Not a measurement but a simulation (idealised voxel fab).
process module | voxel capacitor over wiring
cross-section cut | 190 nm wide | cells 5 nm
A cross-section is a grid of square cells, given in bands from the top down. A band is one or more rows of cells.
Each band's line starts with the height of the band's top and of its bottom, in nm. Then come its materials from left to right, each with its width in nm. One material with "throughout" fills the band from edge to edge. "air" is empty space.
Height 0 is the level under which the wafer as received is all one material. The lowest band goes on downwards, as in "0 down".
A width such as "30 to 40" changes by the same amount from each row of cells to the next, from the band's top row to its bottom row.
"no change" after a step means that no cell of the cross-section changed.
closed voids: empty space of 8 cells or more with no open way to the top, each as width x height at its distance from the left edge, in nm
after a step's settings: what the simulator itself notes on the step
overlay nm, on a step with a mask: how far to the right of its planned place the mask lay; to the left if negative
Each pair below shows a cross-section before one step and the cross-section after it, down to the lowest band that changed. The line under each pair gives the step between them, with its settings. The pairs can come from different runs of this module on the same starting wafer, so a pair continues from the pair above only where its "before" says so.
before
  100 to 95: TiN 70 | air 5 | TiN 115
  95 to 85: SiO2 65 | TiN 5 | air 5 | TiN 5 | SiO2 110
  85 to 80: SiO2 65 | TiN 15 | SiO2 110
  80 to 70: SiO2 55 | TiN 55 | SiO2 80
  70 to 65: SiO2 55 | SiN 55 | SiO2 80
  65 to 60: SiO2 50 | TiN 65 | SiO2 75
  60 to 40: SiO2 55 | Ru 15 | SiO2 120
  40 to 35: SiCN 55 | Ru 15 | SiCN 120
  35 to 20: SiO2 55 | TiN 5 | Ru 15 | TiN 5 | SiO2 50 | TiN 5 | Ru 15 | TiN 5 | SiO2 35
  20 to 15: SiO2 55 | TiN 5 | Ru 5 | TiN 15 | SiO2 50 | TiN 5 | Ru 5 | TiN 15 | SiO2 35
  15 to 10: SiCN 55 | TiN 15 | SiCN 60 | TiN 15 | SiCN 45
  10 to 0: SiO2 throughout
  0 down: Si throughout
  closed voids: none
after
  105 to 100: Ru throughout
  100 to 95: TiN 70 | Ru 5 | TiN 115
  95 to 85: SiO2 65 | TiN 5 | Ru 5 | TiN 5 | SiO2 110
  below 85: unchanged
  closed voids: none
the step between: op FILL_DEP | material Ru | thk nm 5
before: the cross-section after the pair above
after
  95 to 85: SiO2 65 | TiN 5 | Ru 5 | TiN 5 | SiO2 110
  below 85: unchanged
  closed voids: none
the step between: op CMP | height nm 95
before: the cross-section after the pair above
after
  100 to 95: SiN throughout
  below 95: unchanged
  closed voids: none
the step between: op CONFORMAL_DEP | material SiN | thk nm 5
before
  95 to 85: SiO2 65 | TiN 5 | Ru 5 | TiN 5 | SiO2 110
  85 to 80: SiO2 65 | TiN 15 | SiO2 110
  80 to 70: SiO2 55 | TiN 55 | SiO2 80
  70 to 65: SiO2 55 | SiN 55 | SiO2 80
  65 to 60: SiO2 50 | TiN 65 | SiO2 75
  60 to 40: SiO2 55 | Ru 15 | SiO2 120
  40 to 35: SiCN 55 | Ru 15 | SiCN 120
  35 to 15: SiO2 45 | TiN 5 | Ru 15 | TiN 5 | SiO2 50 | TiN 5 | Ru 15 | TiN 5 | SiO2 45
  15 to 10: SiCN 45 | TiN 25 | SiCN 50 | TiN 25 | SiCN 45
  10 to 0: SiO2 throughout
  0 down: Si throughout
  closed voids: none
after
  100 to 95: SiO2 throughout
  below 95: unchanged
  closed voids: none
the step between: op CONFORMAL_DEP | material SiO2 | thk nm 5
before
  60 to 40: SiO2 throughout
  40 to 35: SiCN throughout
  35 to 15: SiO2 45 | TiN 5 | Ru 15 | TiN 5 | SiO2 50 | TiN 5 | Ru 15 | TiN 5 | SiO2 45
  15 to 10: SiCN 45 | TiN 25 | SiCN 50 | TiN 25 | SiCN 45
  10 to 0: SiO2 throughout
  0 down: Si throughout
  closed voids: none
after
  75 to 60: air 55 | resist 15 | air 120
  below 60: unchanged
  closed voids: none
the step between: op PATTERN | tone cover | mask id PLUG_1 | material resist | width nm 15 | thk nm 15 | overlay nm 0
before: the cross-section after the pair above
after
  75 to 60: air 55 | resist 15 | air 120
  60 to 40: air 55 | SiO2 15 | air 120
  below 40: unchanged
  closed voids: none
the step between: op DIRECTIONAL_ETCH | etch materials SiO2 | depth nm 20
before: the cross-section after the pair above
after
  75 to 60: air 55 | resist 15 | air 120
  60 to 40: air 55 | SiO2 15 | air 120
  40 to 35: air 55 | SiCN 15 | air 120
  below 35: unchanged
  closed voids: none
the step between: op DIRECTIONAL_ETCH | etch materials SiCN | depth nm 5
before: the cross-section after the pair above
after
  60 to 40: air 55 | SiO2 15 | air 120
  below 40: unchanged
  closed voids: none
the step between: op STRIP | etch materials resist
before: the cross-section after the pair above
after
  60 to 45: air 55 | SiO2 15 | air 120
  45 to 40: air 35 | Ru 20 | SiO2 15 | air 40 | Ru 45 | air 35
  40 to 35: air 35 | Ru 20 | SiCN 15 | air 40 | Ru 45 | air 35
  below 35: unchanged
  closed voids: none
the step between: op EPI | material Ru | thk nm 10
before: the cross-section after the pair above
after
  60 to 55: air 55 | SiO2 15 | air 120
  55 to 40: air 25 | Ru 30 | SiO2 15 | air 30 | Ru 65 | air 25
  40 to 35: air 25 | Ru 30 | SiCN 15 | air 30 | Ru 65 | air 25
  below 35: unchanged
  closed voids: none
the step between: op EPI | material Ru | thk nm 10
before: the cross-section after the pair above
after
  60 to 40: air 20 | Ru 35 | SiO2 15 | air 25 | Ru 75 | air 20
  40 to 35: air 20 | Ru 35 | SiCN 15 | air 25 | Ru 75 | air 20
  below 35: unchanged
  closed voids: none
the step between: op EPI | material Ru | thk nm 5
before: the cross-section after the pair above
after
  65 to 60: air 20 | TiN 50 | air 25 | TiN 75 | air 20
  60 to 40: air 20 | Ru 35 | SiO2 15 | air 25 | Ru 75 | air 20
  40 to 35: TiN 20 | Ru 35 | SiCN 15 | TiN 25 | Ru 75 | TiN 20
  below 35: unchanged
  closed voids: none
the step between: op DIRECTIONAL_DEP | material TiN | thk nm 5
before: the cross-section after the pair above
after
  70 to 65: air 20 | SiN 50 | air 25 | SiN 75 | air 20
  65 to 60: air 20 | TiN 50 | air 25 | TiN 75 | air 20
  60 to 45: air 20 | Ru 35 | SiO2 15 | air 25 | Ru 75 | air 20
  45 to 40: SiN 20 | Ru 35 | SiO2 15 | SiN 25 | Ru 75 | SiN 20
  below 40: unchanged
  closed voids: none
the step between: op DIRECTIONAL_DEP | material SiN | thk nm 5
before: the cross-section after the pair above
after
  80 to 70: air 20 | TiN 50 | air 25 | TiN 75 | air 20
  70 to 65: air 20 | SiN 50 | air 25 | SiN 75 | air 20
  65 to 60: air 20 | TiN 50 | air 25 | TiN 75 | air 20
  60 to 55: air 20 | Ru 35 | SiO2 15 | air 25 | Ru 75 | air 20
  55 to 45: TiN 20 | Ru 35 | SiO2 15 | TiN 25 | Ru 75 | TiN 20
  below 45: unchanged
  closed voids: none
the step between: op DIRECTIONAL_DEP | material TiN | thk nm 10
before: the cross-section after the pair above
after
  90 to 80: air 20 | aC 50 | air 25 | aC 75 | air 20
  80 to 70: air 20 | TiN 50 | air 25 | TiN 75 | air 20
  70 to 65: air 20 | SiN 50 | air 25 | SiN 75 | air 20
  65 to 60: aC 20 | TiN 50 | aC 25 | TiN 75 | aC 20
  60 to 55: aC 20 | Ru 35 | SiO2 15 | aC 25 | Ru 75 | aC 20
  below 55: unchanged
  closed voids: none
the step between: op DIRECTIONAL_DEP | material aC | thk nm 10
before: the cross-section after the pair above
after
  120 to 90: air 55 | resist 55 | air 80
  90 to 80: air 20 | aC 50 | resist 25 | aC 75 | air 20
  80 to 70: air 20 | TiN 50 | resist 25 | TiN 75 | air 20
  70 to 65: air 20 | SiN 50 | resist 25 | SiN 75 | air 20
  below 65: unchanged
  closed voids: none
the step between: op PATTERN | tone cover | mask id UPPER_PLATE | material resist | width nm 55 | thk nm 30 | overlay nm 0
before: the cross-section after the pair above
after
  110 to 90: air 55 | resist 55 | air 80
  90 to 80: air 55 | aC 15 | resist 25 | aC 15 | air 80
  80 to 70: air 20 | TiN 50 | resist 25 | TiN 75 | air 20
  70 to 65: air 20 | SiN 50 | resist 25 | SiN 75 | air 20
  65 to 60: air 20 | TiN 50 | aC 25 | TiN 75 | air 20
  60 to 55: air 20 | Ru 35 | SiO2 15 | aC 25 | Ru 75 | air 20
  below 55: unchanged
  closed voids: none
the step between: op DIRECTIONAL_ETCH | etch materials aC | depth nm 10
before: the cross-section after the pair above
after
  90 to 80: air 55 | aC 15 | air 25 | aC 15 | air 80
  80 to 70: air 20 | TiN 50 | air 25 | TiN 75 | air 20
  70 to 65: air 20 | SiN 50 | air 25 | SiN 75 | air 20
  below 65: unchanged
  closed voids: none
the step between: op STRIP | etch materials resist
before: the cross-section after the pair above
after
  90 to 80: air 55 | aC 15 | air 25 | aC 15 | air 80
  80 to 70: air 55 | TiN 15 | air 25 | TiN 15 | air 80
  70 to 65: air 20 | SiN 50 | air 25 | SiN 75 | air 20
  65 to 60: air 20 | TiN 50 | aC 25 | TiN 75 | air 20
  60 to 55: air 20 | Ru 35 | SiO2 15 | aC 25 | Ru 75 | air 20
  55 to 45: air 20 | Ru 35 | SiO2 15 | TiN 25 | Ru 75 | air 20
  below 45: unchanged
  closed voids: none
the step between: op DIRECTIONAL_ETCH | etch materials TiN | depth nm 10
before: the cross-section after the pair above
after
  90 to 80: air 55 | aC 15 | air 25 | aC 15 | air 80
  80 to 70: air 55 | TiN 15 | air 25 | TiN 15 | air 80
  70 to 65: air 55 | SiN 15 | air 25 | SiN 15 | air 80
  65 to 60: air 20 | TiN 50 | aC 25 | TiN 75 | air 20
  60 to 55: air 20 | Ru 35 | SiO2 15 | aC 25 | Ru 75 | air 20
  55 to 45: air 20 | Ru 35 | SiO2 15 | TiN 25 | Ru 75 | air 20
  45 to 40: air 20 | Ru 35 | SiO2 15 | SiN 25 | Ru 75 | air 20
  below 40: unchanged
  closed voids: none
the step between: op DIRECTIONAL_ETCH | etch materials SiN | depth nm 5
before: the cross-section after the pair above
after
  80 to 70: air 55 | TiN 15 | air 25 | TiN 15 | air 80
  70 to 65: air 55 | SiN 15 | air 25 | SiN 15 | air 80
  65 to 60: air 20 | TiN 50 | air 25 | TiN 75 | air 20
  60 to 55: air 20 | Ru 35 | SiO2 15 | air 25 | Ru 75 | air 20
  below 55: unchanged
  closed voids: none
the step between: op STRIP | etch materials aC
before: the cross-section after the pair above
after
  90 to 80: air 55 | aC 15 | air 25 | aC 15 | air 80
  80 to 75: air 55 | TiN 15 | air 25 | TiN 15 | air 80
  75 to 70: air 20 | aC 35 | TiN 15 | air 25 | TiN 15 | aC 60 | air 20
  70 to 65: air 20 | aC 35 | SiN 15 | air 25 | SiN 15 | aC 60 | air 20
  65 to 60: air 20 | TiN 50 | aC 25 | TiN 75 | air 20
  60 to 55: air 20 | Ru 35 | SiO2 15 | aC 25 | Ru 75 | air 20
  55 to 50: air 20 | Ru 35 | SiO2 15 | TiN 25 | Ru 75 | air 20
  50 to 45: aC 20 | Ru 35 | SiO2 15 | TiN 25 | Ru 75 | aC 20
  45 to 40: aC 20 | Ru 35 | SiO2 15 | SiN 25 | Ru 75 | aC 20
  below 40: unchanged
  closed voids: none
the step between: op DIRECTIONAL_DEP | material aC | thk nm 10
before: the cross-section after the pair above
after
  120 to 90: air 50 | resist 65 | air 75
  90 to 80: air 50 | resist 5 | aC 15 | resist 25 | aC 15 | resist 5 | air 75
  80 to 75: air 50 | resist 5 | TiN 15 | resist 25 | TiN 15 | resist 5 | air 75
  75 to 70: air 20 | aC 35 | TiN 15 | resist 25 | TiN 15 | aC 60 | air 20
  70 to 65: air 20 | aC 35 | SiN 15 | resist 25 | SiN 15 | aC 60 | air 20
  below 65: unchanged
  closed voids: none
the step between: op PATTERN | tone cover | mask id LOWER_PLATE | material resist | width nm 65 | thk nm 30 | overlay nm 0
before: the cross-section after the pair above
after
  110 to 90: air 50 | resist 65 | air 75
  90 to 80: air 50 | resist 5 | aC 15 | resist 25 | aC 15 | resist 5 | air 75
  80 to 75: air 50 | resist 5 | TiN 15 | resist 25 | TiN 15 | resist 5 | air 75
  75 to 70: air 50 | aC 5 | TiN 15 | resist 25 | TiN 15 | aC 5 | air 75
  70 to 65: air 50 | aC 5 | SiN 15 | resist 25 | SiN 15 | aC 5 | air 75
  65 to 60: air 20 | TiN 50 | aC 25 | TiN 75 | air 20
  60 to 55: air 20 | Ru 35 | SiO2 15 | aC 25 | Ru 75 | air 20
  55 to 45: air 20 | Ru 35 | SiO2 15 | TiN 25 | Ru 75 | air 20
  45 to 40: air 20 | Ru 35 | SiO2 15 | SiN 25 | Ru 75 | air 20
  below 40: unchanged
  closed voids: none
the step between: op DIRECTIONAL_ETCH | etch materials aC | depth nm 10
before: the cross-section after the pair above
after
  90 to 80: air 55 | aC 15 | air 25 | aC 15 | air 80
  80 to 75: air 55 | TiN 15 | air 25 | TiN 15 | air 80
  75 to 70: air 50 | aC 5 | TiN 15 | air 25 | TiN 15 | aC 5 | air 75
  70 to 65: air 50 | aC 5 | SiN 15 | air 25 | SiN 15 | aC 5 | air 75
  below 65: unchanged
  closed voids: none
the step between: op STRIP | etch materials resist
before: the cross-section after the pair above
after
  90 to 80: air 55 | aC 15 | air 25 | aC 15 | air 80
  80 to 75: air 55 | TiN 15 | air 25 | TiN 15 | air 80
  75 to 70: air 50 | aC 5 | TiN 15 | air 25 | TiN 15 | aC 5 | air 75
  70 to 65: air 50 | aC 5 | SiN 15 | air 25 | SiN 15 | aC 5 | air 75
  65 to 60: air 50 | TiN 20 | aC 25 | TiN 20 | air 75
  60 to 55: air 20 | Ru 35 | SiO2 15 | aC 25 | Ru 75 | air 20
  55 to 45: air 20 | Ru 35 | SiO2 15 | TiN 25 | Ru 75 | air 20
  45 to 40: air 20 | Ru 35 | SiO2 15 | SiN 25 | Ru 75 | air 20
  40 to 35: air 20 | Ru 35 | SiCN 15 | TiN 25 | Ru 75 | air 20
  below 35: unchanged
  closed voids: none
the step between: op DIRECTIONAL_ETCH | etch materials TiN | depth nm 5
before: the cross-section after the pair above
after
  80 to 70: air 55 | TiN 15 | air 25 | TiN 15 | air 80
  70 to 65: air 55 | SiN 15 | air 25 | SiN 15 | air 80
  65 to 60: air 50 | TiN 20 | air 25 | TiN 20 | air 75
  60 to 55: air 20 | Ru 35 | SiO2 15 | air 25 | Ru 75 | air 20
  below 55: unchanged
  closed voids: none
the step between: op STRIP | etch materials aC
before: the cross-section after the pair above
after
  100 to 80: SiO2 throughout
  80 to 70: SiO2 55 | TiN 15 | SiO2 25 | TiN 15 | SiO2 80
  70 to 65: SiO2 55 | SiN 15 | SiO2 25 | SiN 15 | SiO2 80
  65 to 60: SiO2 50 | TiN 20 | SiO2 25 | TiN 20 | SiO2 75
  60 to 55: SiO2 20 | Ru 35 | SiO2 40 | Ru 75 | SiO2 20
  55 to 45: SiO2 20 | Ru 35 | SiO2 15 | TiN 25 | Ru 75 | SiO2 20
  45 to 40: SiO2 20 | Ru 35 | SiO2 15 | SiN 25 | Ru 75 | SiO2 20
  40 to 35: SiO2 20 | Ru 35 | SiCN 15 | TiN 25 | Ru 75 | SiO2 20
  below 35: unchanged
  closed voids: none
the step between: op FILL_DEP | material SiO2 | thk nm 20
before: the cross-section after the pair above
after
  95 to 80: SiO2 throughout
  below 80: unchanged
  closed voids: none
the step between: op CMP | height nm 95
before: the cross-section after the pair above
after
  95 to 80: SiO2 65 | air 15 | SiO2 110
  below 80: unchanged
  closed voids: none
the step between: op MASKED_ETCH | tone open | mask id PLUG_2 | width nm 15 | etch materials SiO2 | depth nm 15 | overlay nm 0
before: the cross-section after the pair above
after
  100 to 95: TiN 70 | air 5 | TiN 115
  95 to 85: SiO2 65 | TiN 5 | air 5 | TiN 5 | SiO2 110
  85 to 80: SiO2 65 | TiN 15 | SiO2 110
  below 80: unchanged
  closed voids: none
the step between: op CONFORMAL_DEP | material TiN | thk nm 5
before: the cross-section after the pair above
after
  105 to 100: Ru throughout
  100 to 95: TiN 70 | Ru 5 | TiN 115
  95 to 85: SiO2 65 | TiN 5 | Ru 5 | TiN 5 | SiO2 110
  below 85: unchanged
  closed voids: none
the step between: op FILL_DEP | material Ru | thk nm 5
before: the cross-section after the pair above
after
  95 to 85: SiO2 65 | TiN 5 | Ru 5 | TiN 5 | SiO2 110
  below 85: unchanged
  closed voids: none
the step between: op CMP | height nm 95
before: the cross-section after the pair above
after
  100 to 95: SiN throughout
  below 95: unchanged
  closed voids: none
the step between: op CONFORMAL_DEP | material SiN | thk nm 5
